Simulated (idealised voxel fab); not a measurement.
Title: Process Module voxel released beams
Each square cell in cross-section cut measures 5 nm, and the section as a whole is 160 nm wide.
A cross-section is written here as square cells arranged in a grid, and it is given in bands from the top down, each band taking up one or more rows of cells. Within each band entry, the heights of the top and of the bottom of the band appear first, in that order and in nm; the materials of the band then follow from left to right, each with its corresponding width in nm. The designation "edge to edge" on a single material indicates that it fills the band from edge to edge; the designation "blank" indicates empty space. Convention: height 0 is the level below which the wafer, as received, is all one material. The lowest band does not terminate at the bottom but continues downward, represented as "0 down". It should be noted that a width expressed as "30->40" varies in equal increments from row to row of cells within the band, taking the value of the first number at the top row and that of the second number at the bottom row. Given "everything unchanged" for a step, no cell of the cross-section differs between before and after that step. Voids not open to the top, 8 cells minimum: see "Closed internal voids". Written width x height at distance; distance is from the left edge; nm. Whatever follows a step's settings on its line is a remark the simulator itself makes about that step. "overlay nm" answers the question of how far to the right of plan the mask lay on a step that has a mask, and when it is negative the answer is to the left.
THE PROCESS STEPS THAT WERE PLANNED ARE LISTED BELOW
- 1: RECEIVE | material Si
- 2: CONFORMAL_DEP | material SiN | thk nm 5
- 3: DIRECTIONAL_DEP | material SiO2 | thk nm 20
- 4: MASKED_ETCH | tone open | mask id ANCHOR | width nm 45 | etch materials SiO2 | depth nm 20 | overlay nm 0
- 5: CONFORMAL_DEP | material polySi | thk nm 15
- 6: MASKED_ETCH | tone cover | mask id BEAM | width nm 115 | etch materials polySi | depth nm 15 | overlay nm 0
- 7: STRIP | etch materials SiO2
AS RECEIVED, AFTER STEP 1
* 0 down: Si edge to edge
* Closed internal voids: none
THE PLAN ABOVE WAS CARRIED OUT ON THE STARTING STRUCTURE ABOVE WITH ONE MISTAKE, AND THIS CROSS-SECTION SHOWS THE WAFER AT THE END OF THE MODULE
* 40 to 25: blank 25  polySi 15  blank 15  polySi 80  blank 25
* 25 to 20: blank 25  polySi 15  blank 15  polySi 15  blank 90
* 20 to 5: blank 25  polySi 45  blank 90
* 5 to 0: SiN edge to edge
* 0 down: Si edge to edge
* Closed internal voids: none
Want to know what went wrong? so step 6 ended up running with a different setting than we planned, it ran as MASKED_ETCH | tone cover | mask id BEAM | width nm 110 | etch materials polySi | depth nm 15 | overlay nm 0
